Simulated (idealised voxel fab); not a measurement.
You're looking at the process module voxel capacitor over wiring.
In the cross-section labelled cut, the width is 155 nm and each square cell is 5 nm.
Think of the cross-section as a grid of square cells. We describe it in bands, top to bottom, and each band covers one or more rows of those cells. Quick guide to a band line: top height, bottom height (nm) up front; then every material left to right with its width in nm. Only one material and it's marked "full width"? Then it fills the band edge to edge. And "blank" just means empty space. Height 0 is the level under which the wafer as received is all one material. The lowest band goes on downwards, as in "0..down". Graded width ("30->40"): value in top row of band = first number; value in bottom row = second number; row-to-row change constant. Key: "remained the same" - step with no changed cell in the cross-section. Heads up: "Closed-off voids" only lists the empty pockets with no open path to the top that are 8 cells or more, and it writes them as width x height at distance, distance from the left edge, in nm. It should be noted that, on the line of a given step, the content following the step's settings is a remark produced by the simulator itself with respect to that step. For masked steps, "overlay nm" on the step line gives how far right of plan the mask actually lay; a minus sign means it lay to the left.

### Intended process steps
1 RECEIVE (material Si)
2 CONFORMAL_DEP (material SiO2; thk nm 15)
3 CONFORMAL_DEP (material SiN; thk nm 5)
4 DIRECTIONAL_DEP (material SiO2; thk nm 25)
5 DIRECTIONAL_DEP (material aC; thk nm 15)
6 PATTERN (tone open; mask id METAL_1; material resist; width nm 30; pitch nm 80; thk nm 35; overlay nm 0)
7 DIRECTIONAL_ETCH (etch materials aC; depth nm 15)
8 STRIP (etch materials resist)
9 DIRECTIONAL_ETCH (etch materials SiO2; depth nm 25)
10 DIRECTIONAL_ETCH (etch materials SiN; depth nm 5)
11 STRIP (etch materials aC)
12 CONFORMAL_DEP (material TiN; thk nm 5)
13 FILL_DEP (material Ru; thk nm 5)
14 CMP (height nm 45)
15 CONFORMAL_DEP (material SiCN; thk nm 5)
16 DIRECTIONAL_DEP (material lowk; thk nm 15)
17 MASKED_ETCH (tone open; mask id PLUG_1; width nm 15; etch materials lowk; depth nm 15; overlay nm 0)
18 MASKED_ETCH (tone open; mask id PLUG_1; width nm 15; etch materials SiCN; depth nm 5; overlay nm 0)
19 EPI (material Ru; thk nm 10)
20 EPI (material Ru; thk nm 10)
21 DIRECTIONAL_DEP (material TiN; thk nm 10)
22 DIRECTIONAL_DEP (material HfO2; thk nm 5)
23 DIRECTIONAL_DEP (material TiN; thk nm 10)
24 DIRECTIONAL_DEP (material aC; thk nm 15)
25 PATTERN (tone cover; mask id UPPER_PLATE; material resist; width nm 55; thk nm 30; overlay nm 0)
26 DIRECTIONAL_ETCH (etch materials aC; depth nm 15)
27 STRIP (etch materials resist)
28 DIRECTIONAL_ETCH (etch materials TiN; depth nm 10)
29 DIRECTIONAL_ETCH (etch materials HfO2; depth nm 5)
30 STRIP (etch materials aC)
31 DIRECTIONAL_DEP (material aC; thk nm 10)
32 PATTERN (tone cover; mask id LOWER_PLATE; material resist; width nm 65; thk nm 30; overlay nm 0)
33 DIRECTIONAL_ETCH (etch materials aC; depth nm 10)
34 STRIP (etch materials resist)
35 DIRECTIONAL_ETCH (etch materials TiN; depth nm 10)
36 STRIP (etch materials aC)
37 FILL_DEP (material SiO2; thk nm 20)
38 CMP (height nm 105)
39 MASKED_ETCH (tone open; mask id PLUG_2; width nm 15; etch materials SiO2; depth nm 15; overlay nm 0)
40 CONFORMAL_DEP (material TiN; thk nm 5)
41 FILL_DEP (material Ru; thk nm 10)
42 CMP (height nm 105)
43 CONFORMAL_DEP (material SiCN; thk nm 5)

### The first of the two wafers, which ran as planned

### Shown in cross-section is the wafer as received, that is, as it stands after step 1
0..down  Si full width
Closed-off voids: none

### Sectional view: wafer, after step 2
15..0  SiO2 full width
Unchanged below 0.

### Sectional view: wafer, after step 3
20..15  SiN full width
Unchanged below 15.

### Sectional view: wafer, after step 4
45..20  SiO2 full width
Unchanged below 20.

### Sectional view: wafer, after step 5
60..45  aC full width
Unchanged below 45.

### Sectional view: wafer, after step 6
95..60  20 nm resist, then 30 nm blank, then 50 nm resist, then 30 nm blank, then 25 nm resist
Unchanged below 60.

### Sectional view: wafer, after step 7
80..60  20 nm resist, then 30 nm blank, then 50 nm resist, then 30 nm blank, then 25 nm resist
60..45  20 nm aC, then 30 nm blank, then 50 nm aC, then 30 nm blank, then 25 nm aC
Unchanged below 45.

### Sectional view: wafer, after step 8
60..45  20 nm aC, then 30 nm blank, then 50 nm aC, then 30 nm blank, then 25 nm aC
Unchanged below 45.

### Sectional view: wafer, after step 9
60..45  20 nm aC, then 30 nm blank, then 50 nm aC, then 30 nm blank, then 25 nm aC
45..20  20 nm SiO2, then 30 nm blank, then 50 nm SiO2, then 30 nm blank, then 25 nm SiO2
Unchanged below 20.

### Sectional view: wafer, after step 10
60..45  20 nm aC, then 30 nm blank, then 50 nm aC, then 30 nm blank, then 25 nm aC
45..20  20 nm SiO2, then 30 nm blank, then 50 nm SiO2, then 30 nm blank, then 25 nm SiO2
20..15  20 nm SiN, then 30 nm blank, then 50 nm SiN, then 30 nm blank, then 25 nm SiN
Unchanged below 15.

### Sectional view: wafer, after step 11
45..20  20 nm SiO2, then 30 nm blank, then 50 nm SiO2, then 30 nm blank, then 25 nm SiO2
Unchanged below 20.

### Sectional view: wafer, after step 12
50..45  25 nm TiN, then 20 nm blank, then 60 nm TiN, then 20 nm blank, then 30 nm TiN
45..20  20 nm SiO2, then 5 nm TiN, then 20 nm blank, then 5 nm TiN, then 50 nm SiO2, then 5 nm TiN, then 20 nm blank, then 5 nm TiN, then 25 nm SiO2
20..15  20 nm SiN, then 30 nm TiN, then 50 nm SiN, then 30 nm TiN, then 25 nm SiN
Unchanged below 15.

### Sectional view: wafer, after step 13
55..50  Ru full width
50..45  25 nm TiN, then 20 nm Ru, then 60 nm TiN, then 20 nm Ru, then 30 nm TiN
45..20  20 nm SiO2, then 5 nm TiN, then 20 nm Ru, then 5 nm TiN, then 50 nm SiO2, then 5 nm TiN, then 20 nm Ru, then 5 nm TiN, then 25 nm SiO2
Unchanged below 20.

### Sectional view: wafer, after step 14
45..20  20 nm SiO2, then 5 nm TiN, then 20 nm Ru, then 5 nm TiN, then 50 nm SiO2, then 5 nm TiN, then 20 nm Ru, then 5 nm TiN, then 25 nm SiO2
Unchanged below 20.

### Sectional view: wafer, after step 15
50..45  SiCN full width
Unchanged below 45.

### Sectional view: wafer, after step 16
65..50  lowk full width
Unchanged below 50.

### Sectional view: wafer, after step 17
65..50  35 nm lowk, then 15 nm blank, then 105 nm lowk
Unchanged below 50.

### Sectional view: wafer, after step 18
65..50  35 nm lowk, then 15 nm blank, then 105 nm lowk
50..45  35 nm SiCN, then 15 nm blank, then 105 nm SiCN
Unchanged below 45.

### Sectional view: wafer, after step 19
65..55  35 nm lowk, then 15 nm blank, then 105 nm lowk
55..50  35 nm lowk, then 15 nm Ru, then 105 nm lowk
50..45  35 nm SiCN, then 15 nm Ru, then 105 nm SiCN
Unchanged below 45.

### Sectional view: wafer, after step 20
65..50  35 nm lowk, then 15 nm Ru, then 105 nm lowk
Unchanged below 50.

### Sectional view: wafer, after step 21
75..65  TiN full width
Unchanged below 65.

### Sectional view: wafer, after step 22
80..75  HfO2 full width
Unchanged below 75.

### Sectional view: wafer, after step 23
90..80  TiN full width
Unchanged below 80.

### Sectional view: wafer, after step 24
105..90  aC full width
Unchanged below 90.

### Sectional view: wafer, after step 25
135..105  35 nm blank, then 55 nm resist, then 65 nm blank
Unchanged below 105.

### Sectional view: wafer, after step 26
120..105  35 nm blank, then 55 nm resist, then 65 nm blank
105..90  35 nm blank, then 55 nm aC, then 65 nm blank
Unchanged below 90.

### Sectional view: wafer, after step 27
105..90  35 nm blank, then 55 nm aC, then 65 nm blank
Unchanged below 90.

### Sectional view: wafer, after step 28
105..90  35 nm blank, then 55 nm aC, then 65 nm blank
90..80  35 nm blank, then 55 nm TiN, then 65 nm blank
Unchanged below 80.

### Sectional view: wafer, after step 29
105..90  35 nm blank, then 55 nm aC, then 65 nm blank
90..80  35 nm blank, then 55 nm TiN, then 65 nm blank
80..75  35 nm blank, then 55 nm HfO2, then 65 nm blank
Unchanged below 75.

### Sectional view: wafer, after step 30
90..80  35 nm blank, then 55 nm TiN, then 65 nm blank
Unchanged below 80.

### Sectional view: wafer, after step 31
100..90  35 nm blank, then 55 nm aC, then 65 nm blank
90..85  35 nm blank, then 55 nm TiN, then 65 nm blank
85..80  35 nm aC, then 55 nm TiN, then 65 nm aC
80..75  35 nm aC, then 55 nm HfO2, then 65 nm aC
Unchanged below 75.

### Sectional view: wafer, after step 32
130..100  30 nm blank, then 65 nm resist, then 60 nm blank
100..90  30 nm blank, then 5 nm resist, then 55 nm aC, then 5 nm resist, then 60 nm blank
90..85  30 nm blank, then 5 nm resist, then 55 nm TiN, then 5 nm resist, then 60 nm blank
Unchanged below 85.

### Sectional view: wafer, after step 33
120..100  30 nm blank, then 65 nm resist, then 60 nm blank
100..90  30 nm blank, then 5 nm resist, then 55 nm aC, then 5 nm resist, then 60 nm blank
90..85  30 nm blank, then 5 nm resist, then 55 nm TiN, then 5 nm resist, then 60 nm blank
85..80  30 nm blank, then 5 nm aC, then 55 nm TiN, then 5 nm aC, then 60 nm blank
80..75  30 nm blank, then 5 nm aC, then 55 nm HfO2, then 5 nm aC, then 60 nm blank
Unchanged below 75.

### Sectional view: wafer, after step 34
100..90  35 nm blank, then 55 nm aC, then 65 nm blank
90..85  35 nm blank, then 55 nm TiN, then 65 nm blank
Unchanged below 85.

### Sectional view: wafer, after step 35
100..90  35 nm blank, then 55 nm aC, then 65 nm blank
90..85  35 nm blank, then 55 nm TiN, then 65 nm blank
85..80  30 nm blank, then 5 nm aC, then 55 nm TiN, then 5 nm aC, then 60 nm blank
80..75  30 nm blank, then 5 nm aC, then 55 nm HfO2, then 5 nm aC, then 60 nm blank
75..65  30 nm blank, then 65 nm TiN, then 60 nm blank
Unchanged below 65.

### Sectional view: wafer, after step 36
90..80  35 nm blank, then 55 nm TiN, then 65 nm blank
80..75  35 nm blank, then 55 nm HfO2, then 65 nm blank
Unchanged below 75.

### Sectional view: wafer, after step 37
110..90  SiO2 full width
90..80  35 nm SiO2, then 55 nm TiN, then 65 nm SiO2
80..75  35 nm SiO2, then 55 nm HfO2, then 65 nm SiO2
75..65  30 nm SiO2, then 65 nm TiN, then 60 nm SiO2
Unchanged below 65.

### Sectional view: wafer, after step 38
105..90  SiO2 full width
Unchanged below 90.

### Sectional view: wafer, after step 39
105..90  45 nm SiO2, then 15 nm blank, then 95 nm SiO2
Unchanged below 90.

### Sectional view: wafer, after step 40
110..105  50 nm TiN, then 5 nm blank, then 100 nm TiN
105..95  45 nm SiO2, then 5 nm TiN, then 5 nm blank, then 5 nm TiN, then 95 nm SiO2
95..90  45 nm SiO2, then 15 nm TiN, then 95 nm SiO2
Unchanged below 90.

### Sectional view: wafer, after step 41
120..110  Ru full width
110..105  50 nm TiN, then 5 nm Ru, then 100 nm TiN
105..95  45 nm SiO2, then 5 nm TiN, then 5 nm Ru, then 5 nm TiN, then 95 nm SiO2
Unchanged below 95.

### Sectional view: wafer, after step 42
105..95  45 nm SiO2, then 5 nm TiN, then 5 nm Ru, then 5 nm TiN, then 95 nm SiO2
Unchanged below 95.

### Sectional view: wafer, after step 43
110..105  SiCN full width
Unchanged below 105.

### Here the second wafer is described. Its start and its plan were those of the first wafer. Its run contained one mistake. Up to and including step 1, it did exactly what the first wafer did

### Cross-sectional representation of the second wafer at the time designated in the plan for the completion of step 2
30..0  SiO2 full width
Unchanged below 0.

### Cross-sectional representation of the second wafer at the time designated in the plan for the completion of step 3
35..30  SiN full width
Unchanged below 30.

### Cross-sectional representation of the second wafer at the time designated in the plan for the completion of step 4
60..35  SiO2 full width
Unchanged below 35.

### Cross-sectional representation of the second wafer at the time designated in the plan for the completion of step 5
75..60  aC full width
Unchanged below 60.

### Cross-sectional representation of the second wafer at the time designated in the plan for the completion of step 6
110..75  20 nm resist, then 30 nm blank, then 50 nm resist, then 30 nm blank, then 25 nm resist
Unchanged below 75.

### Cross-sectional representation of the second wafer at the time designated in the plan for the completion of step 7
95..75  20 nm resist, then 30 nm blank, then 50 nm resist, then 30 nm blank, then 25 nm resist
75..60  20 nm aC, then 30 nm blank, then 50 nm aC, then 30 nm blank, then 25 nm aC
Unchanged below 60.

### Cross-sectional representation of the second wafer at the time designated in the plan for the completion of step 8
75..60  20 nm aC, then 30 nm blank, then 50 nm aC, then 30 nm blank, then 25 nm aC
Unchanged below 60.

### Cross-sectional representation of the second wafer at the time designated in the plan for the completion of step 9
75..60  20 nm aC, then 30 nm blank, then 50 nm aC, then 30 nm blank, then 25 nm aC
60..35  20 nm SiO2, then 30 nm blank, then 50 nm SiO2, then 30 nm blank, then 25 nm SiO2
Unchanged below 35.

### Cross-sectional representation of the second wafer at the time designated in the plan for the completion of step 10
75..60  20 nm aC, then 30 nm blank, then 50 nm aC, then 30 nm blank, then 25 nm aC
60..35  20 nm SiO2, then 30 nm blank, then 50 nm SiO2, then 30 nm blank, then 25 nm SiO2
35..30  20 nm SiN, then 30 nm blank, then 50 nm SiN, then 30 nm blank, then 25 nm SiN
Unchanged below 30.

### Cross-sectional representation of the second wafer at the time designated in the plan for the completion of step 11
60..35  20 nm SiO2, then 30 nm blank, then 50 nm SiO2, then 30 nm blank, then 25 nm SiO2
Unchanged below 35.

### Cross-sectional representation of the second wafer at the time designated in the plan for the completion of step 12
65..60  25 nm TiN, then 20 nm blank, then 60 nm TiN, then 20 nm blank, then 30 nm TiN
60..35  20 nm SiO2, then 5 nm TiN, then 20 nm blank, then 5 nm TiN, then 50 nm SiO2, then 5 nm TiN, then 20 nm blank, then 5 nm TiN, then 25 nm SiO2
35..30  20 nm SiN, then 30 nm TiN, then 50 nm SiN, then 30 nm TiN, then 25 nm SiN
Unchanged below 30.

### Cross-sectional representation of the second wafer at the time designated in the plan for the completion of step 13
70..65  Ru full width
65..60  25 nm TiN, then 20 nm Ru, then 60 nm TiN, then 20 nm Ru, then 30 nm TiN
60..35  20 nm SiO2, then 5 nm TiN, then 20 nm Ru, then 5 nm TiN, then 50 nm SiO2, then 5 nm TiN, then 20 nm Ru, then 5 nm TiN, then 25 nm SiO2
Unchanged below 35.

### Cross-sectional representation of the second wafer at the time designated in the plan for the completion of step 14
45..35  20 nm SiO2, then 5 nm TiN, then 20 nm Ru, then 5 nm TiN, then 50 nm SiO2, then 5 nm TiN, then 20 nm Ru, then 5 nm TiN, then 25 nm SiO2
Unchanged below 35.

### Cross-sectional representation of the second wafer at the time designated in the plan for the completion of step 15
50..45  SiCN full width
Unchanged below 45.

### Cross-sectional representation of the second wafer at the time designated in the plan for the completion of step 16
65..50  lowk full width
Unchanged below 50.

### Cross-sectional representation of the second wafer at the time designated in the plan for the completion of step 17
65..50  35 nm lowk, then 15 nm blank, then 105 nm lowk
Unchanged below 50.

### Cross-sectional representation of the second wafer at the time designated in the plan for the completion of step 18
65..50  35 nm lowk, then 15 nm blank, then 105 nm lowk
50..45  35 nm SiCN, then 15 nm blank, then 105 nm SiCN
Unchanged below 45.

### Cross-sectional representation of the second wafer at the time designated in the plan for the completion of step 19
65..55  35 nm lowk, then 15 nm blank, then 105 nm lowk
55..50  35 nm lowk, then 15 nm Ru, then 105 nm lowk
50..45  35 nm SiCN, then 15 nm Ru, then 105 nm SiCN
Unchanged below 45.

### Cross-sectional representation of the second wafer at the time designated in the plan for the completion of step 20
65..50  35 nm lowk, then 15 nm Ru, then 105 nm lowk
Unchanged below 50.

### Cross-sectional representation of the second wafer at the time designated in the plan for the completion of step 21
75..65  TiN full width
Unchanged below 65.

### Cross-sectional representation of the second wafer at the time designated in the plan for the completion of step 22
80..75  HfO2 full width
Unchanged below 75.

### Cross-sectional representation of the second wafer at the time designated in the plan for the completion of step 23
90..80  TiN full width
Unchanged below 80.

### Cross-sectional representation of the second wafer at the time designated in the plan for the completion of step 24
105..90  aC full width
Unchanged below 90.

### Cross-sectional representation of the second wafer at the time designated in the plan for the completion of step 25
135..105  35 nm blank, then 55 nm resist, then 65 nm blank
Unchanged below 105.

### Cross-sectional representation of the second wafer at the time designated in the plan for the completion of step 26
120..105  35 nm blank, then 55 nm resist, then 65 nm blank
105..90  35 nm blank, then 55 nm aC, then 65 nm blank
Unchanged below 90.

### Cross-sectional representation of the second wafer at the time designated in the plan for the completion of step 27
105..90  35 nm blank, then 55 nm aC, then 65 nm blank
Unchanged below 90.

### Cross-sectional representation of the second wafer at the time designated in the plan for the completion of step 28
105..90  35 nm blank, then 55 nm aC, then 65 nm blank
90..80  35 nm blank, then 55 nm TiN, then 65 nm blank
Unchanged below 80.

### Cross-sectional representation of the second wafer at the time designated in the plan for the completion of step 29
105..90  35 nm blank, then 55 nm aC, then 65 nm blank
90..80  35 nm blank, then 55 nm TiN, then 65 nm blank
80..75  35 nm blank, then 55 nm HfO2, then 65 nm blank
Unchanged below 75.

### Cross-sectional representation of the second wafer at the time designated in the plan for the completion of step 30
90..80  35 nm blank, then 55 nm TiN, then 65 nm blank
Unchanged below 80.

### Cross-sectional representation of the second wafer at the time designated in the plan for the completion of step 31
100..90  35 nm blank, then 55 nm aC, then 65 nm blank
90..85  35 nm blank, then 55 nm TiN, then 65 nm blank
85..80  35 nm aC, then 55 nm TiN, then 65 nm aC
80..75  35 nm aC, then 55 nm HfO2, then 65 nm aC
Unchanged below 75.

### Cross-sectional representation of the second wafer at the time designated in the plan for the completion of step 32
130..100  30 nm blank, then 65 nm resist, then 60 nm blank
100..90  30 nm blank, then 5 nm resist, then 55 nm aC, then 5 nm resist, then 60 nm blank
90..85  30 nm blank, then 5 nm resist, then 55 nm TiN, then 5 nm resist, then 60 nm blank
Unchanged below 85.

### Cross-sectional representation of the second wafer at the time designated in the plan for the completion of step 33
120..100  30 nm blank, then 65 nm resist, then 60 nm blank
100..90  30 nm blank, then 5 nm resist, then 55 nm aC, then 5 nm resist, then 60 nm blank
90..85  30 nm blank, then 5 nm resist, then 55 nm TiN, then 5 nm resist, then 60 nm blank
85..80  30 nm blank, then 5 nm aC, then 55 nm TiN, then 5 nm aC, then 60 nm blank
80..75  30 nm blank, then 5 nm aC, then 55 nm HfO2, then 5 nm aC, then 60 nm blank
Unchanged below 75.

### Cross-sectional representation of the second wafer at the time designated in the plan for the completion of step 34
100..90  35 nm blank, then 55 nm aC, then 65 nm blank
90..85  35 nm blank, then 55 nm TiN, then 65 nm blank
Unchanged below 85.

### Cross-sectional representation of the second wafer at the time designated in the plan for the completion of step 35
100..90  35 nm blank, then 55 nm aC, then 65 nm blank
90..85  35 nm blank, then 55 nm TiN, then 65 nm blank
85..80  30 nm blank, then 5 nm aC, then 55 nm TiN, then 5 nm aC, then 60 nm blank
80..75  30 nm blank, then 5 nm aC, then 55 nm HfO2, then 5 nm aC, then 60 nm blank
75..65  30 nm blank, then 65 nm TiN, then 60 nm blank
Unchanged below 65.

### Cross-sectional representation of the second wafer at the time designated in the plan for the completion of step 36
90..80  35 nm blank, then 55 nm TiN, then 65 nm blank
80..75  35 nm blank, then 55 nm HfO2, then 65 nm blank
Unchanged below 75.

### Cross-sectional representation of the second wafer at the time designated in the plan for the completion of step 37
110..90  SiO2 full width
90..80  35 nm SiO2, then 55 nm TiN, then 65 nm SiO2
80..75  35 nm SiO2, then 55 nm HfO2, then 65 nm SiO2
75..65  30 nm SiO2, then 65 nm TiN, then 60 nm SiO2
Unchanged below 65.

### Cross-sectional representation of the second wafer at the time designated in the plan for the completion of step 38
105..90  SiO2 full width
Unchanged below 90.

### Cross-sectional representation of the second wafer at the time designated in the plan for the completion of step 39
105..90  45 nm SiO2, then 15 nm blank, then 95 nm SiO2
Unchanged below 90.

### Cross-sectional representation of the second wafer at the time designated in the plan for the completion of step 40
110..105  50 nm TiN, then 5 nm blank, then 100 nm TiN
105..95  45 nm SiO2, then 5 nm TiN, then 5 nm blank, then 5 nm TiN, then 95 nm SiO2
95..90  45 nm SiO2, then 15 nm TiN, then 95 nm SiO2
Unchanged below 90.

### Cross-sectional representation of the second wafer at the time designated in the plan for the completion of step 41
120..110  Ru full width
110..105  50 nm TiN, then 5 nm Ru, then 100 nm TiN
105..95  45 nm SiO2, then 5 nm TiN, then 5 nm Ru, then 5 nm TiN, then 95 nm SiO2
Unchanged below 95.

### Cross-sectional representation of the second wafer at the time designated in the plan for the completion of step 42
105..95  45 nm SiO2, then 5 nm TiN, then 5 nm Ru, then 5 nm TiN, then 95 nm SiO2
Unchanged below 95.

### Cross-sectional representation of the second wafer at the time designated in the plan for the completion of step 43
110..105  SiCN full width
Unchanged below 105.
What broke from the plan during processing? in the plan, step 2 was performed twice
Wafer comparison, final, in cells, second relative to first, materials more or fewer: Ru -24, SiO2 +36, TiN -12
